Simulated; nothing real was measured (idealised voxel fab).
process module | voxel gate over fins
cross-section cut | 225 nm wide | cells 5 nm
A cross-section is a grid of square cells, given in bands from the top down. A band is one or more rows of cells.
Each band's line starts with the height of the band's top and of its bottom, in nm. Then come its materials from left to right, each with its width in nm. One material with "throughout" fills the band from edge to edge. "air" is empty space.
Height 0 is the level under which the wafer as received is all one material. The lowest band goes on downwards, as in "0 down".
A width such as "30 to 40" changes by the same amount from each row of cells to the next, from the band's top row to its bottom row.
"no change" after a step means that no cell of the cross-section changed.
closed voids: empty space of 8 cells or more with no open way to the top, each as width x height at its distance from the left edge, in nm
after a step's settings: what the simulator itself notes on the step
overlay nm, on a step with a mask: how far to the right of its planned place the mask lay; to the left if negative
plan
1 op RECEIVE | material Si
2 op CONFORMAL_DEP | material SiN | thk nm 5
3 op PATTERN | tone cover | mask id FINS | material resist | width nm 15 | pitch nm 40 | thk nm 15 | overlay nm 0
4 op DIRECTIONAL_ETCH | etch materials SiN | depth nm 5
5 op DIRECTIONAL_ETCH | etch materials Si | depth nm 40
6 op STRIP | etch materials resist
7 op OXIDIZE | depth nm 5
8 op FILL_DEP | material SiO2 | thk nm 10
9 op CMP | height nm 5
10 op SELECTIVE_ETCH | etch materials SiO2 | depth nm 15
11 op STRIP | etch materials SiN
12 op CONFORMAL_DEP | material HfO2 | thk nm 5
13 op CONFORMAL_DEP | material TiN | thk nm 5
14 op FILL_DEP | material W | thk nm 15
15 op CMP | height nm 20
16 op CONFORMAL_DEP | material SiCN | thk nm 5
first wafer, as planned
as received, after step 1
  0 down: Si throughout
  closed voids: none
after step 2
  5 to 0: SiN throughout
  below 0: unchanged
after step 3
  20 to 5: air 45 | resist 15 | air 25 | resist 15 | air 25 | resist 15 | air 25 | resist 15 | air 45
  below 5: unchanged
after step 4
  20 to 5: air 45 | resist 15 | air 25 | resist 15 | air 25 | resist 15 | air 25 | resist 15 | air 45
  5 to 0: air 45 | SiN 15 | air 25 | SiN 15 | air 25 | SiN 15 | air 25 | SiN 15 | air 45
  below 0: unchanged
after step 5
  20 to 5: air 45 | resist 15 | air 25 | resist 15 | air 25 | resist 15 | air 25 | resist 15 | air 45
  5 to 0: air 45 | SiN 15 | air 25 | SiN 15 | air 25 | SiN 15 | air 25 | SiN 15 | air 45
  0 to -40: air 45 | Si 15 | air 25 | Si 15 | air 25 | Si 15 | air 25 | Si 15 | air 45
  below -40: unchanged
after step 6
  5 to 0: air 45 | SiN 15 | air 25 | SiN 15 | air 25 | SiN 15 | air 25 | SiN 15 | air 45
  below 0: unchanged
after step 7
  5 to 0: air 45 | SiN 15 | air 25 | SiN 15 | air 25 | SiN 15 | air 25 | SiN 15 | air 45
  0 to -40: air 45 | SiO2 5 | Si 5 | SiO2 5 | air 25 | SiO2 5 | Si 5 | SiO2 5 | air 25 | SiO2 5 | Si 5 | SiO2 5 | air 25 | SiO2 5 | Si 5 | SiO2 5 | air 45
  -40 to -45: SiO2 50 | Si 5 | SiO2 35 | Si 5 | SiO2 35 | Si 5 | SiO2 35 | Si 5 | SiO2 50
  below -45: unchanged
after step 8
  15 to 5: SiO2 throughout
  5 to 0: SiO2 45 | SiN 15 | SiO2 25 | SiN 15 | SiO2 25 | SiN 15 | SiO2 25 | SiN 15 | SiO2 45
  0 to -45: SiO2 50 | Si 5 | SiO2 35 | Si 5 | SiO2 35 | Si 5 | SiO2 35 | Si 5 | SiO2 50
  below -45: unchanged
after step 9
  5 to 0: SiO2 45 | SiN 15 | SiO2 25 | SiN 15 | SiO2 25 | SiN 15 | SiO2 25 | SiN 15 | SiO2 45
  below 0: unchanged
after step 10
  5 to 0: air 45 | SiN 15 | air 25 | SiN 15 | air 25 | SiN 15 | air 25 | SiN 15 | air 45
  0 to -10: air 50 | Si 5 | air 35 | Si 5 | air 35 | Si 5 | air 35 | Si 5 | air 50
  below -10: unchanged
after step 11
  0 to -10: air 50 | Si 5 | air 35 | Si 5 | air 35 | Si 5 | air 35 | Si 5 | air 50
  below -10: unchanged
after step 12
  5 to 0: air 45 | HfO2 15 | air 25 | HfO2 15 | air 25 | HfO2 15 | air 25 | HfO2 15 | air 45
  0 to -5: air 45 | HfO2 5 | Si 5 | HfO2 5 | air 25 | HfO2 5 | Si 5 | HfO2 5 | air 25 | HfO2 5 | Si 5 | HfO2 5 | air 25 | HfO2 5 | Si 5 | HfO2 5 | air 45
  -5 to -10: HfO2 50 | Si 5 | HfO2 35 | Si 5 | HfO2 35 | Si 5 | HfO2 35 | Si 5 | HfO2 50
  below -10: unchanged
after step 13
  10 to 5: air 40 | TiN 25 | air 15 | TiN 25 | air 15 | TiN 25 | air 15 | TiN 25 | air 40
  5 to 0: air 40 | TiN 5 | HfO2 15 | TiN 5 | air 15 | TiN 5 | HfO2 15 | TiN 5 | air 15 | TiN 5 | HfO2 15 | TiN 5 | air 15 | TiN 5 | HfO2 15 | TiN 5 | air 40
  0 to -5: TiN 45 | HfO2 5 | Si 5 | HfO2 5 | TiN 25 | HfO2 5 | Si 5 | HfO2 5 | TiN 25 | HfO2 5 | Si 5 | HfO2 5 | TiN 25 | HfO2 5 | Si 5 | HfO2 5 | TiN 45
  below -5: unchanged
after step 14
  25 to 10: W throughout
  10 to 5: W 40 | TiN 25 | W 15 | TiN 25 | W 15 | TiN 25 | W 15 | TiN 25 | W 40
  5 to 0: W 40 | TiN 5 | HfO2 15 | TiN 5 | W 15 | TiN 5 | HfO2 15 | TiN 5 | W 15 | TiN 5 | HfO2 15 | TiN 5 | W 15 | TiN 5 | HfO2 15 | TiN 5 | W 40
  below 0: unchanged
after step 15
  20 to 10: W throughout
  below 10: unchanged
after step 16
  25 to 20: SiCN throughout
  below 20: unchanged
second wafer: like start, like plan, one mistake. Through step 2 it matches the first wafer
when step 3 should have ended
  20 to 5: resist 45 | air 15 | resist 25 | air 15 | resist 25 | air 15 | resist 25 | air 15 | resist 45
  below 5: unchanged
when step 4 should have ended
  20 to 5: resist 45 | air 15 | resist 25 | air 15 | resist 25 | air 15 | resist 25 | air 15 | resist 45
  5 to 0: SiN 45 | air 15 | SiN 25 | air 15 | SiN 25 | air 15 | SiN 25 | air 15 | SiN 45
  below 0: unchanged
when step 5 should have ended
  20 to 5: resist 45 | air 15 | resist 25 | air 15 | resist 25 | air 15 | resist 25 | air 15 | resist 45
  5 to 0: SiN 45 | air 15 | SiN 25 | air 15 | SiN 25 | air 15 | SiN 25 | air 15 | SiN 45
  0 to -40: Si 45 | air 15 | Si 25 | air 15 | Si 25 | air 15 | Si 25 | air 15 | Si 45
  below -40: unchanged
when step 6 should have ended
  5 to 0: SiN 45 | air 15 | SiN 25 | air 15 | SiN 25 | air 15 | SiN 25 | air 15 | SiN 45
  below 0: unchanged
when step 7 should have ended
  5 to 0: SiN 45 | air 15 | SiN 25 | air 15 | SiN 25 | air 15 | SiN 25 | air 15 | SiN 45
  0 to -40: Si 40 | SiO2 5 | air 15 | SiO2 5 | Si 15 | SiO2 5 | air 15 | SiO2 5 | Si 15 | SiO2 5 | air 15 | SiO2 5 | Si 15 | SiO2 5 | air 15 | SiO2 5 | Si 40
  -40 to -45: Si 40 | SiO2 25 | Si 15 | SiO2 25 | Si 15 | SiO2 25 | Si 15 | SiO2 25 | Si 40
  below -45: unchanged
when step 8 should have ended
  15 to 5: SiO2 throughout
  5 to 0: SiN 45 | SiO2 15 | SiN 25 | SiO2 15 | SiN 25 | SiO2 15 | SiN 25 | SiO2 15 | SiN 45
  0 to -45: Si 40 | SiO2 25 | Si 15 | SiO2 25 | Si 15 | SiO2 25 | Si 15 | SiO2 25 | Si 40
  below -45: unchanged
when step 9 should have ended
  5 to 0: SiN 45 | SiO2 15 | SiN 25 | SiO2 15 | SiN 25 | SiO2 15 | SiN 25 | SiO2 15 | SiN 45
  below 0: unchanged
when step 10 should have ended
  5 to 0: SiN 45 | air 15 | SiN 25 | air 15 | SiN 25 | air 15 | SiN 25 | air 15 | SiN 45
  0 to -10: Si 40 | air 25 | Si 15 | air 25 | Si 15 | air 25 | Si 15 | air 25 | Si 40
  below -10: unchanged
when step 11 should have ended
  0 to -10: Si 40 | air 25 | Si 15 | air 25 | Si 15 | air 25 | Si 15 | air 25 | Si 40
  below -10: unchanged
when step 12 should have ended
  5 to 0: HfO2 45 | air 15 | HfO2 25 | air 15 | HfO2 25 | air 15 | HfO2 25 | air 15 | HfO2 45
  0 to -5: Si 40 | HfO2 5 | air 15 | HfO2 5 | Si 15 | HfO2 5 | air 15 | HfO2 5 | Si 15 | HfO2 5 | air 15 | HfO2 5 | Si 15 | HfO2 5 | air 15 | HfO2 5 | Si 40
  -5 to -10: Si 40 | HfO2 25 | Si 15 | HfO2 25 | Si 15 | HfO2 25 | Si 15 | HfO2 25 | Si 40
  below -10: unchanged
when step 13 should have ended
  10 to 5: TiN 50 | air 5 | TiN 35 | air 5 | TiN 35 | air 5 | TiN 35 | air 5 | TiN 50
  5 to 0: HfO2 45 | TiN 5 | air 5 | TiN 5 | HfO2 25 | TiN 5 | air 5 | TiN 5 | HfO2 25 | TiN 5 | air 5 | TiN 5 | HfO2 25 | TiN 5 | air 5 | TiN 5 | HfO2 45
  0 to -5: Si 40 | HfO2 5 | TiN 15 | HfO2 5 | Si 15 | HfO2 5 | TiN 15 | HfO2 5 | Si 15 | HfO2 5 | TiN 15 | HfO2 5 | Si 15 | HfO2 5 | TiN 15 | HfO2 5 | Si 40
  below -5: unchanged
when step 14 should have ended
  25 to 10: W throughout
  10 to 5: TiN 50 | W 5 | TiN 35 | W 5 | TiN 35 | W 5 | TiN 35 | W 5 | TiN 50
  5 to 0: HfO2 45 | TiN 5 | W 5 | TiN 5 | HfO2 25 | TiN 5 | W 5 | TiN 5 | HfO2 25 | TiN 5 | W 5 | TiN 5 | HfO2 25 | TiN 5 | W 5 | TiN 5 | HfO2 45
  below 0: unchanged
when step 15 should have ended
  20 to 10: W throughout
  below 10: unchanged
when step 16 should have ended
  25 to 20: SiCN throughout
  below 20: unchanged
what went wrong: step 3 ran as: op PATTERN | tone open | mask id FINS | material resist | width nm 15 | pitch nm 40 | thk nm 15 | overlay nm 0
at the end the second wafer has, in cells: 189 more of Si | 147 fewer of SiO2 | 42 fewer of W
